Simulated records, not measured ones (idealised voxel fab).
The document below concerns the process module designated voxel wiring stack.
Section cut is 140 nm wide and gridded with 5 nm square cells.
Cross-section layout: square cells on a grid; listed as bands, top to bottom; a band spans one or more cell rows. What a band's entry tells you: where the top is and where the bottom is, as heights in nm, and after that what lies inside, material by material from left to right, each with its width in nm. Empty space is written as the word "blank", and a single material marked with the word "all across" occupies the band from edge to edge. We count height from 0. Below that, the starting wafer is all one material. The lowest band never ends at the bottom but goes on down; see "z 0 and below" for how that is written. Width: "30->40" (first number = top row, second number = bottom row, same change from row to row of cells). Where the words "stayed the same" appear for a step, the cross-section shows no cell changed by that step; every cell remained as before. So "Cavities, closed" is basically the list of trapped voids: any empty space of 8 cells or more that can't reach the top through an opening. They're written width x height at distance, the distance being from the left edge, and it's all nm. Past the settings on a step's line: simulator remark, on that step. "overlay nm" denotes, for a step that has a mask, the displacement of the mask to the right of its planned place, with negative values corresponding to the left.

## Steps planned for the process
| 1 | RECEIVE, material Si |
| 2 | CONFORMAL_DEP, material SiO2, thk nm 10 |
| 3 | CONFORMAL_DEP, material SiN, thk nm 5 |
| 4 | DIRECTIONAL_DEP, material lowk, thk nm 15 |
| 5 | PATTERN, tone open, mask id METAL_1, material resist, width nm 30, pitch nm 50, thk nm 20, overlay nm 0 |
| 6 | DIRECTIONAL_ETCH, etch materials lowk, depth nm 15 |
| 7 | DIRECTIONAL_ETCH, etch materials SiN, depth nm 5 |
| 8 | STRIP, etch materials resist |
| 9 | CONFORMAL_DEP, material TiN, thk nm 5 |
| 10 | FILL_DEP, material Cu, thk nm 5 |
| 11 | CMP, height nm 30 |
| 12 | CONFORMAL_DEP, material SiCN, thk nm 5 |
| 13 | DIRECTIONAL_DEP, material SiO2, thk nm 30 |
| 14 | MASKED_ETCH, tone open, mask id METAL_2_HOLES, width nm 15, pitch nm 50, etch materials SiO2, depth nm 30, overlay nm 0 |
| 15 | DIRECTIONAL_DEP, material aC, thk nm 15 |
| 16 | PATTERN, tone open, mask id METAL_2, material resist, width nm 30, pitch nm 50, thk nm 30, overlay nm 0 |
| 17 | DIRECTIONAL_ETCH, etch materials aC, depth nm 15 |
| 18 | STRIP, etch materials resist |
| 19 | DIRECTIONAL_ETCH, etch materials SiO2, depth nm 15 |
| 20 | DIRECTIONAL_ETCH, etch materials SiCN, depth nm 5 |
| 21 | STRIP, etch materials aC |
| 22 | CONFORMAL_DEP, material TiN, thk nm 5 |
| 23 | FILL_DEP, material Cu, thk nm 5 |
| 24 | CMP, height nm 65 |
| 25 | CONFORMAL_DEP, material SiCN, thk nm 5 |
| 26 | DIRECTIONAL_DEP, material lowk, thk nm 10 |
| 27 | PATTERN, tone open, mask id PLUG_2, material resist, width nm 15, pitch nm 50, thk nm 15, overlay nm 0 |
| 28 | DIRECTIONAL_ETCH, etch materials lowk, depth nm 10 |
| 29 | DIRECTIONAL_ETCH, etch materials SiCN, depth nm 5 |
| 30 | STRIP, etch materials resist |
| 31 | EPI, material Ru, thk nm 10 |
| 32 | EPI, material Ru, thk nm 5 |
| 33 | CONFORMAL_DEP, material SiCN, thk nm 5 |
| 34 | DIRECTIONAL_DEP, material lowk, thk nm 15 |
| 35 | PATTERN, tone open, mask id METAL_3, material resist, width nm 30, pitch nm 50, thk nm 20, overlay nm 0 |
| 36 | DIRECTIONAL_ETCH, etch materials lowk, depth nm 15 |
| 37 | DIRECTIONAL_ETCH, etch materials SiCN, depth nm 5 |
| 38 | STRIP, etch materials resist |
| 39 | CONFORMAL_DEP, material TiN, thk nm 5 |
| 40 | FILL_DEP, material Ru, thk nm 5 |
| 41 | CMP, height nm 100 |
| 42 | EPI, material Ru, thk nm 5 |
| 43 | FILL_DEP, material SiCN, thk nm 5 |
| 44 | DIRECTIONAL_DEP, material lowk, thk nm 30 |
| 45 | PATTERN, tone open, mask id METAL_4_HOLES, material resist, width nm 15, thk nm 20, overlay nm 0 |
| 46 | DIRECTIONAL_ETCH, etch materials lowk, depth nm 30 |
| 47 | STRIP, etch materials resist |
| 48 | PATTERN, tone open, mask id METAL_4, material resist, width nm 30, pitch nm 50, thk nm 15, overlay nm 0 |
| 49 | DIRECTIONAL_ETCH, etch materials lowk, depth nm 15 |
| 50 | DIRECTIONAL_ETCH, etch materials SiCN, depth nm 5 |
| 51 | STRIP, etch materials resist |
| 52 | CONFORMAL_DEP, material TiN, thk nm 5 |
| 53 | FILL_DEP, material Cu, thk nm 10 |
| 54 | CMP, height nm 140 |
| 55 | CONFORMAL_DEP, material SiN, thk nm 5 |

## First of two wafers, processed according to plan

## Delivered wafer in cross-section: state after step 1
z 0 and below: Si all across
Cavities, closed: none

## Step 2 done - wafer cross-section
z 10 to 0: SiO2 all across
Everything below 0 is unchanged.

## Step 3 done - wafer cross-section
z 15 to 10: SiN all across
Everything below 10 is unchanged.

## Step 4 done - wafer cross-section
z 30 to 15: lowk all across
Everything below 15 is unchanged.

## Step 5 done - wafer cross-section
z 50 to 30: resist 30 | blank 30 | resist 20 | blank 30 | resist 30
Everything below 30 is unchanged.

## Step 6 done - wafer cross-section
z 50 to 30: resist 30 | blank 30 | resist 20 | blank 30 | resist 30
z 30 to 15: lowk 30 | blank 30 | lowk 20 | blank 30 | lowk 30
Everything below 15 is unchanged.

## Step 7 done - wafer cross-section
z 50 to 30: resist 30 | blank 30 | resist 20 | blank 30 | resist 30
z 30 to 15: lowk 30 | blank 30 | lowk 20 | blank 30 | lowk 30
z 15 to 10: SiN 30 | blank 30 | SiN 20 | blank 30 | SiN 30
Everything below 10 is unchanged.

## Step 8 done - wafer cross-section
z 30 to 15: lowk 30 | blank 30 | lowk 20 | blank 30 | lowk 30
Everything below 15 is unchanged.

## Step 9 done - wafer cross-section
z 35 to 30: TiN 35 | blank 20 | TiN 30 | blank 20 | TiN 35
z 30 to 15: lowk 30 | TiN 5 | blank 20 | TiN 5 | lowk 20 | TiN 5 | blank 20 | TiN 5 | lowk 30
z 15 to 10: SiN 30 | TiN 30 | SiN 20 | TiN 30 | SiN 30
Everything below 10 is unchanged.

## Step 10 done - wafer cross-section
z 40 to 35: Cu all across
z 35 to 30: TiN 35 | Cu 20 | TiN 30 | Cu 20 | TiN 35
z 30 to 15: lowk 30 | TiN 5 | Cu 20 | TiN 5 | lowk 20 | TiN 5 | Cu 20 | TiN 5 | lowk 30
Everything below 15 is unchanged.

## Step 11 done - wafer cross-section
z 30 to 15: lowk 30 | TiN 5 | Cu 20 | TiN 5 | lowk 20 | TiN 5 | Cu 20 | TiN 5 | lowk 30
Everything below 15 is unchanged.

## Step 12 done - wafer cross-section
z 35 to 30: SiCN all across
Everything below 30 is unchanged.

## Step 13 done - wafer cross-section
z 65 to 35: SiO2 all across
Everything below 35 is unchanged.

## Step 14 done - wafer cross-section
z 65 to 35: SiO2 30 | blank 15 | SiO2 35 | blank 15 | SiO2 45
Everything below 35 is unchanged.

## Step 15 done - wafer cross-section
z 80 to 65: aC 30 | blank 15 | aC 35 | blank 15 | aC 45
z 65 to 50: SiO2 30 | blank 15 | SiO2 35 | blank 15 | SiO2 45
z 50 to 35: SiO2 30 | aC 15 | SiO2 35 | aC 15 | SiO2 45
Everything below 35 is unchanged.

## Step 16 done - wafer cross-section
z 110 to 80: resist 30 | blank 30 | resist 20 | blank 30 | resist 30
Everything below 80 is unchanged.

## Step 17 done - wafer cross-section
z 95 to 80: resist 30 | blank 30 | resist 20 | blank 30 | resist 30
z 80 to 65: aC 30 | blank 30 | aC 20 | blank 30 | aC 30
z 65 to 35: SiO2 30 | blank 15 | SiO2 35 | blank 15 | SiO2 45
Everything below 35 is unchanged.

## Step 18 done - wafer cross-section
z 80 to 65: aC 30 | blank 30 | aC 20 | blank 30 | aC 30
Everything below 65 is unchanged.

## Step 19 done - wafer cross-section
z 80 to 65: aC 30 | blank 30 | aC 20 | blank 30 | aC 30
z 65 to 50: SiO2 30 | blank 30 | SiO2 20 | blank 30 | SiO2 30
Everything below 50 is unchanged.

## Step 20 done - wafer cross-section
z 80 to 65: aC 30 | blank 30 | aC 20 | blank 30 | aC 30
z 65 to 50: SiO2 30 | blank 30 | SiO2 20 | blank 30 | SiO2 30
z 50 to 35: SiO2 30 | blank 15 | SiO2 35 | blank 15 | SiO2 45
z 35 to 30: SiCN 30 | blank 15 | SiCN 35 | blank 15 | SiCN 45
Everything below 30 is unchanged.

## Step 21 done - wafer cross-section
z 65 to 50: SiO2 30 | blank 30 | SiO2 20 | blank 30 | SiO2 30
Everything below 50 is unchanged.

## Step 22 done - wafer cross-section
z 70 to 65: TiN 35 | blank 20 | TiN 30 | blank 20 | TiN 35
z 65 to 55: SiO2 30 | TiN 5 | blank 20 | TiN 5 | SiO2 20 | TiN 5 | blank 20 | TiN 5 | SiO2 30
z 55 to 50: SiO2 30 | TiN 5 | blank 5 | TiN 20 | SiO2 20 | TiN 5 | blank 5 | TiN 20 | SiO2 30
z 50 to 35: SiO2 30 | TiN 5 | blank 5 | TiN 5 | SiO2 35 | TiN 5 | blank 5 | TiN 5 | SiO2 45
z 35 to 30: SiCN 30 | TiN 15 | SiCN 35 | TiN 15 | SiCN 45
Everything below 30 is unchanged.

## Step 23 done - wafer cross-section
z 75 to 70: Cu all across
z 70 to 65: TiN 35 | Cu 20 | TiN 30 | Cu 20 | TiN 35
z 65 to 55: SiO2 30 | TiN 5 | Cu 20 | TiN 5 | SiO2 20 | TiN 5 | Cu 20 | TiN 5 | SiO2 30
z 55 to 50: SiO2 30 | TiN 5 | Cu 5 | TiN 20 | SiO2 20 | TiN 5 | Cu 5 | TiN 20 | SiO2 30
z 50 to 35: SiO2 30 | TiN 5 | Cu 5 | TiN 5 | SiO2 35 | TiN 5 | Cu 5 | TiN 5 | SiO2 45
Everything below 35 is unchanged.

## Step 24 done - wafer cross-section
z 65 to 55: SiO2 30 | TiN 5 | Cu 20 | TiN 5 | SiO2 20 | TiN 5 | Cu 20 | TiN 5 | SiO2 30
Everything below 55 is unchanged.

## Step 25 done - wafer cross-section
z 70 to 65: SiCN all across
Everything below 65 is unchanged.

## Step 26 done - wafer cross-section
z 80 to 70: lowk all across
Everything below 70 is unchanged.

## Step 27 done - wafer cross-section
z 95 to 80: resist 30 | blank 15 | resist 35 | blank 15 | resist 45
Everything below 80 is unchanged.

## Step 28 done - wafer cross-section
z 95 to 80: resist 30 | blank 15 | resist 35 | blank 15 | resist 45
z 80 to 70: lowk 30 | blank 15 | lowk 35 | blank 15 | lowk 45
Everything below 70 is unchanged.

## Step 29 done - wafer cross-section
z 95 to 80: resist 30 | blank 15 | resist 35 | blank 15 | resist 45
z 80 to 70: lowk 30 | blank 15 | lowk 35 | blank 15 | lowk 45
z 70 to 65: SiCN 30 | blank 15 | SiCN 35 | blank 15 | SiCN 45
Everything below 65 is unchanged.

## Step 30 done - wafer cross-section
z 80 to 70: lowk 30 | blank 15 | lowk 35 | blank 15 | lowk 45
Everything below 70 is unchanged.

## Step 31 done - wafer cross-section
z 80 to 75: lowk 30 | blank 15 | lowk 35 | blank 15 | lowk 45
z 75 to 70: lowk 30 | Ru 15 | lowk 35 | Ru 15 | lowk 45
z 70 to 65: SiCN 30 | Ru 15 | SiCN 35 | Ru 15 | SiCN 45
Everything below 65 is unchanged.

## Step 32 done - wafer cross-section
z 80 to 70: lowk 30 | Ru 15 | lowk 35 | Ru 15 | lowk 45
Everything below 70 is unchanged.

## Step 33 done - wafer cross-section
z 85 to 80: SiCN all across
Everything below 80 is unchanged.

## Step 34 done - wafer cross-section
z 100 to 85: lowk all across
Everything below 85 is unchanged.

## Step 35 done - wafer cross-section
z 120 to 100: resist 30 | blank 30 | resist 20 | blank 30 | resist 30
Everything below 100 is unchanged.

## Step 36 done - wafer cross-section
z 120 to 100: resist 30 | blank 30 | resist 20 | blank 30 | resist 30
z 100 to 85: lowk 30 | blank 30 | lowk 20 | blank 30 | lowk 30
Everything below 85 is unchanged.

## Step 37 done - wafer cross-section
z 120 to 100: resist 30 | blank 30 | resist 20 | blank 30 | resist 30
z 100 to 85: lowk 30 | blank 30 | lowk 20 | blank 30 | lowk 30
z 85 to 80: SiCN 30 | blank 30 | SiCN 20 | blank 30 | SiCN 30
Everything below 80 is unchanged.

## Step 38 done - wafer cross-section
z 100 to 85: lowk 30 | blank 30 | lowk 20 | blank 30 | lowk 30
Everything below 85 is unchanged.

## Step 39 done - wafer cross-section
z 105 to 100: TiN 35 | blank 20 | TiN 30 | blank 20 | TiN 35
z 100 to 85: lowk 30 | TiN 5 | blank 20 | TiN 5 | lowk 20 | TiN 5 | blank 20 | TiN 5 | lowk 30
z 85 to 80: SiCN 30 | TiN 30 | SiCN 20 | TiN 30 | SiCN 30
Everything below 80 is unchanged.

## Step 40 done - wafer cross-section
z 110 to 105: Ru all across
z 105 to 100: TiN 35 | Ru 20 | TiN 30 | Ru 20 | TiN 35
z 100 to 85: lowk 30 | TiN 5 | Ru 20 | TiN 5 | lowk 20 | TiN 5 | Ru 20 | TiN 5 | lowk 30
Everything below 85 is unchanged.

## Step 41 done - wafer cross-section
z 100 to 85: lowk 30 | TiN 5 | Ru 20 | TiN 5 | lowk 20 | TiN 5 | Ru 20 | TiN 5 | lowk 30
Everything below 85 is unchanged.

## Step 42 done - wafer cross-section
z 105 to 100: blank 25 | Ru 40 | blank 10 | Ru 40 | blank 25
Everything below 100 is unchanged.

## Step 43 done - wafer cross-section
z 110 to 105: SiCN all across
z 105 to 100: SiCN 25 | Ru 40 | SiCN 10 | Ru 40 | SiCN 25
Everything below 100 is unchanged.

## Step 44 done - wafer cross-section
z 140 to 110: lowk all across
Everything below 110 is unchanged.

## Step 45 done - wafer cross-section
z 160 to 140: resist 30 | blank 15 | resist 95
Everything below 140 is unchanged.

## Step 46 done - wafer cross-section
z 160 to 140: resist 30 | blank 15 | resist 95
z 140 to 110: lowk 30 | blank 15 | lowk 95
Everything below 110 is unchanged.

## Step 47 done - wafer cross-section
z 140 to 110: lowk 30 | blank 15 | lowk 95
Everything below 110 is unchanged.

## Step 48 done - wafer cross-section
z 155 to 140: resist 30 | blank 30 | resist 20 | blank 30 | resist 30
Everything below 140 is unchanged.

## Step 49 done - wafer cross-section
z 155 to 140: resist 30 | blank 30 | resist 20 | blank 30 | resist 30
z 140 to 125: lowk 30 | blank 30 | lowk 20 | blank 30 | lowk 30
Everything below 125 is unchanged.

## Step 50 done - wafer cross-section
z 155 to 140: resist 30 | blank 30 | resist 20 | blank 30 | resist 30
z 140 to 125: lowk 30 | blank 30 | lowk 20 | blank 30 | lowk 30
z 125 to 110: lowk 30 | blank 15 | lowk 95
z 110 to 105: SiCN 30 | blank 15 | SiCN 95
Everything below 105 is unchanged.

## Step 51 done - wafer cross-section
z 140 to 125: lowk 30 | blank 30 | lowk 20 | blank 30 | lowk 30
Everything below 125 is unchanged.

## Step 52 done - wafer cross-section
z 145 to 140: TiN 35 | blank 20 | TiN 30 | blank 20 | TiN 35
z 140 to 130: lowk 30 | TiN 5 | blank 20 | TiN 5 | lowk 20 | TiN 5 | blank 20 | TiN 5 | lowk 30
z 130 to 125: lowk 30 | TiN 5 | blank 5 | TiN 20 | lowk 20 | TiN 30 | lowk 30
z 125 to 110: lowk 30 | TiN 5 | blank 5 | TiN 5 | lowk 95
z 110 to 105: SiCN 30 | TiN 15 | SiCN 95
Everything below 105 is unchanged.

## Step 53 done - wafer cross-section
z 155 to 145: Cu all across
z 145 to 140: TiN 35 | Cu 20 | TiN 30 | Cu 20 | TiN 35
z 140 to 130: lowk 30 | TiN 5 | Cu 20 | TiN 5 | lowk 20 | TiN 5 | Cu 20 | TiN 5 | lowk 30
z 130 to 125: lowk 30 | TiN 5 | Cu 5 | TiN 20 | lowk 20 | TiN 30 | lowk 30
z 125 to 110: lowk 30 | TiN 5 | Cu 5 | TiN 5 | lowk 95
Everything below 110 is unchanged.

## Step 54 done - wafer cross-section
z 140 to 130: lowk 30 | TiN 5 | Cu 20 | TiN 5 | lowk 20 | TiN 5 | Cu 20 | TiN 5 | lowk 30
Everything below 130 is unchanged.

## Step 55 done - wafer cross-section
z 145 to 140: SiN all across
Everything below 140 is unchanged.

## second wafer: like start, like plan, one mistake. Through step 32 it matches the first wafer

Cross-section of the second wafer at the time step 33 of the plan should have ended: stayed the same

## Cross-section of the second wafer at the time step 34 of the plan should have ended
z 95 to 80: lowk all across
Everything below 80 is unchanged.

## Cross-section of the second wafer at the time step 35 of the plan should have ended
z 115 to 95: resist 30 | blank 30 | resist 20 | blank 30 | resist 30
Everything below 95 is unchanged.

## Cross-section of the second wafer at the time step 36 of the plan should have ended
z 115 to 95: resist 30 | blank 30 | resist 20 | blank 30 | resist 30
z 95 to 80: lowk 30 | blank 30 | lowk 20 | blank 30 | lowk 30
Everything below 80 is unchanged.

Cross-section of the second wafer at the time step 37 of the plan should have ended: stayed the same

## Cross-section of the second wafer at the time step 38 of the plan should have ended
z 95 to 80: lowk 30 | blank 30 | lowk 20 | blank 30 | lowk 30
Everything below 80 is unchanged.

## Cross-section of the second wafer at the time step 39 of the plan should have ended
z 100 to 95: TiN 35 | blank 20 | TiN 30 | blank 20 | TiN 35
z 95 to 85: lowk 30 | TiN 5 | blank 20 | TiN 5 | lowk 20 | TiN 5 | blank 20 | TiN 5 | lowk 30
z 85 to 80: lowk 30 | TiN 30 | lowk 20 | TiN 30 | lowk 30
Everything below 80 is unchanged.

## Cross-section of the second wafer at the time step 40 of the plan should have ended
z 105 to 100: Ru all across
z 100 to 95: TiN 35 | Ru 20 | TiN 30 | Ru 20 | TiN 35
z 95 to 85: lowk 30 | TiN 5 | Ru 20 | TiN 5 | lowk 20 | TiN 5 | Ru 20 | TiN 5 | lowk 30
Everything below 85 is unchanged.

## Cross-section of the second wafer at the time step 41 of the plan should have ended
z 100 to 95: TiN 35 | Ru 20 | TiN 30 | Ru 20 | TiN 35
Everything below 95 is unchanged.

## Cross-section of the second wafer at the time step 42 of the plan should have ended
z 105 to 100: Ru all across
Everything below 100 is unchanged.

## Cross-section of the second wafer at the time step 43 of the plan should have ended
z 110 to 105: SiCN all across
Everything below 105 is unchanged.

## Cross-section of the second wafer at the time step 44 of the plan should have ended
z 140 to 110: lowk all across
Everything below 110 is unchanged.

## Cross-section of the second wafer at the time step 45 of the plan should have ended
z 160 to 140: resist 30 | blank 15 | resist 95
Everything below 140 is unchanged.

## Cross-section of the second wafer at the time step 46 of the plan should have ended
z 160 to 140: resist 30 | blank 15 | resist 95
z 140 to 110: lowk 30 | blank 15 | lowk 95
Everything below 110 is unchanged.

## Cross-section of the second wafer at the time step 47 of the plan should have ended
z 140 to 110: lowk 30 | blank 15 | lowk 95
Everything below 110 is unchanged.

## Cross-section of the second wafer at the time step 48 of the plan should have ended
z 155 to 140: resist 30 | blank 30 | resist 20 | blank 30 | resist 30
Everything below 140 is unchanged.

## Cross-section of the second wafer at the time step 49 of the plan should have ended
z 155 to 140: resist 30 | blank 30 | resist 20 | blank 30 | resist 30
z 140 to 125: lowk 30 | blank 30 | lowk 20 | blank 30 | lowk 30
Everything below 125 is unchanged.

## Cross-section of the second wafer at the time step 50 of the plan should have ended
z 155 to 140: resist 30 | blank 30 | resist 20 | blank 30 | resist 30
z 140 to 125: lowk 30 | blank 30 | lowk 20 | blank 30 | lowk 30
z 125 to 110: lowk 30 | blank 15 | lowk 95
z 110 to 105: SiCN 30 | blank 15 | SiCN 95
Everything below 105 is unchanged.

## Cross-section of the second wafer at the time step 51 of the plan should have ended
z 140 to 125: lowk 30 | blank 30 | lowk 20 | blank 30 | lowk 30
Everything below 125 is unchanged.

## Cross-section of the second wafer at the time step 52 of the plan should have ended
z 145 to 140: TiN 35 | blank 20 | TiN 30 | blank 20 | TiN 35
z 140 to 130: lowk 30 | TiN 5 | blank 20 | TiN 5 | lowk 20 | TiN 5 | blank 20 | TiN 5 | lowk 30
z 130 to 125: lowk 30 | TiN 5 | blank 5 | TiN 20 | lowk 20 | TiN 30 | lowk 30
z 125 to 110: lowk 30 | TiN 5 | blank 5 | TiN 5 | lowk 95
z 110 to 105: SiCN 30 | TiN 15 | SiCN 95
Everything below 105 is unchanged.

## Cross-section of the second wafer at the time step 53 of the plan should have ended
z 155 to 145: Cu all across
z 145 to 140: TiN 35 | Cu 20 | TiN 30 | Cu 20 | TiN 35
z 140 to 130: lowk 30 | TiN 5 | Cu 20 | TiN 5 | lowk 20 | TiN 5 | Cu 20 | TiN 5 | lowk 30
z 130 to 125: lowk 30 | TiN 5 | Cu 5 | TiN 20 | lowk 20 | TiN 30 | lowk 30
z 125 to 110: lowk 30 | TiN 5 | Cu 5 | TiN 5 | lowk 95
Everything below 110 is unchanged.

## Cross-section of the second wafer at the time step 54 of the plan should have ended
z 140 to 130: lowk 30 | TiN 5 | Cu 20 | TiN 5 | lowk 20 | TiN 5 | Cu 20 | TiN 5 | lowk 30
Everything below 130 is unchanged.

## Cross-section of the second wafer at the time step 55 of the plan should have ended
z 145 to 140: SiN all across
Everything below 140 is unchanged.
Deviation noted in wafer processing: step 33 of the plan was bypassed and not carried out
Wafer comparison, final, in cells, second relative to first, materials more or fewer: Ru +12, SiCN -28, TiN +16
